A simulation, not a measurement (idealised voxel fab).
The following process module bears the name voxel quadruple lines.
Cross-sectional view cut (width: 300 nm; square cell size: 5 nm).
Cross-section format: a grid of square cells, given as bands from top to bottom; each band is one or more rows of cells. It is stipulated that each band's entry specify, in nanometres, the height of the top of the band and then that of its bottom, followed by the materials of the band in left-to-right sequence, each together with its width in nanometres. A single material marked by the word "all across" is understood to fill the band from edge to edge; the word "blank" is understood to denote empty space. Measure heights from 0. That's the level where, below it, the as-received wafer is all one material. The lowest band is bottomless and extends downward; write it as in "z 0 and below". Graded width ("30 to 40"): value in top row of band = first number; value in bottom row = second number; row-to-row change constant. The designation "remained the same", where it is given for a processing step, indicates that no cell of the cross-section was altered in the course of that step. For the entry "Entrapped voids", the listed items are empty spaces with no open way to the top whose size is 8 cells or more; each item follows the pattern width x height at distance, where distance is from the left edge and all three are in nm. Step line, after settings: the simulator's comment on this step. overlay nm: how far to the right of its planned place the mask lay on this masked step (negative: to the left).

### Steps planned for the process
| 1 | RECEIVE,material Si |
| 2 | CONFORMAL_DEP,material Al2O3,thk nm 10 |
| 3 | DIRECTIONAL_DEP,material W,thk nm 10 |
| 4 | DIRECTIONAL_DEP,material polySi,thk nm 20 |
| 5 | DIRECTIONAL_DEP,material aC,thk nm 25 |
| 6 | PATTERN,tone cover,mask id MANDREL,material resist,width nm 25,pitch nm 80,thk nm 35,overlay nm 0 |
| 7 | DIRECTIONAL_ETCH,etch materials aC,depth nm 25 |
| 8 | STRIP,etch materials resist |
| 9 | CONFORMAL_DEP,material SiO2,thk nm 5 |
| 10 | DIRECTIONAL_ETCH,etch materials SiO2,depth nm 15 |
| 11 | STRIP,etch materials aC |
| 12 | DIRECTIONAL_ETCH,etch materials polySi,depth nm 20 |
| 13 | STRIP,etch materials SiO2 |
| 14 | CONFORMAL_DEP,material SiN,thk nm 5 |
| 15 | DIRECTIONAL_ETCH,etch materials SiN,depth nm 5 |
| 16 | STRIP,etch materials polySi |
| 17 | DIRECTIONAL_ETCH,etch materials W,depth nm 10 |
| 18 | STRIP,etch materials SiN |
| 19 | FILL_DEP,material lowk,thk nm 10 |
| 20 | CMP,height nm 20 |
For this document, wafers share an identical start and vary in the step 9 thk nm; the plan quotes the first wafer's value.

### Incoming state of the first of several wafers in cross-section: after step 1
	z 0 and below = Si all across
	Entrapped voids: none

### Per-wafer rows below. For each material: cells gained (+) or lost (-) since the wafer was received, as of end of module. Then: closed voids
thk nm 5 | +120 Al2O3 | +16 W | +104 lowk | Entrapped voids: none
thk nm 10 | +120 Al2O3 | +16 W | +104 lowk | Entrapped voids: none
thk nm 15 | +120 Al2O3 | +16 W | +104 lowk | Entrapped voids: none
thk nm 20 | +120 Al2O3 | +120 lowk | Entrapped voids: none
thk nm 25 | +120 Al2O3 | +120 lowk | Entrapped voids: none
thk nm 30 | +120 Al2O3 | +120 lowk | Entrapped voids: none
